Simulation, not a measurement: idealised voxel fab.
process module | voxel trench capacitor
cross-section cut | 250 nm wide | cells 5 nm
A cross-section is a grid of square cells, given in bands from the top down. A band is one or more rows of cells.
Each band's line starts with the height of the band's top and of its bottom, in nm. Then come its materials from left to right, each with its width in nm. One material with "throughout" fills the band from edge to edge. "air" is empty space.
Height 0 is the level under which the wafer as received is all one material. The lowest band goes on downwards, as in "0 down".
A width such as "30 to 40" changes by the same amount from each row of cells to the next, from the band's top row to its bottom row.
"no change" after a step means that no cell of the cross-section changed.
closed voids: empty space of 8 cells or more with no open way to the top, each as width x height at its distance from the left edge, in nm
after a step's settings: what the simulator itself notes on the step
overlay nm, on a step with a mask: how far to the right of its planned place the mask lay; to the left if negative
plan
1 op RECEIVE | material Si
2 op CONFORMAL_DEP | material SiN | thk nm 10
3 op PATTERN | tone open | mask id TRENCH | material resist | width nm 20 | pitch nm 40 | thk nm 20 | overlay nm 0
4 op DIRECTIONAL_ETCH | etch materials SiN | depth nm 10
5 op DIRECTIONAL_ETCH | etch materials Si | depth nm 35
6 op STRIP | etch materials resist
7 op CONFORMAL_DEP | material Al2O3 | thk nm 5
8 op FILL_DEP | material polySi | thk nm 5
9 op CMP | height nm 10
as received, after step 1
  0 down: Si throughout
  closed voids: none
a wafer at the end: this start, this plan, one mistake
  10 to 0: polySi 90 | Al2O3 5 | SiN 20 | Al2O3 5 | polySi 10 | Al2O3 5 | SiN 20 | Al2O3 5 | polySi 90
  0 to -30: polySi 90 | Al2O3 5 | Si 20 | Al2O3 5 | polySi 10 | Al2O3 5 | Si 20 | Al2O3 5 | polySi 90
  -30 to -35: Al2O3 95 | Si 20 | Al2O3 20 | Si 20 | Al2O3 95
  -35 down: Si throughout
  closed voids: none
what went wrong: step 3 ran as: op PATTERN | tone cover | mask id TRENCH | material resist | width nm 20 | pitch nm 40 | thk nm 20 | overlay nm 0
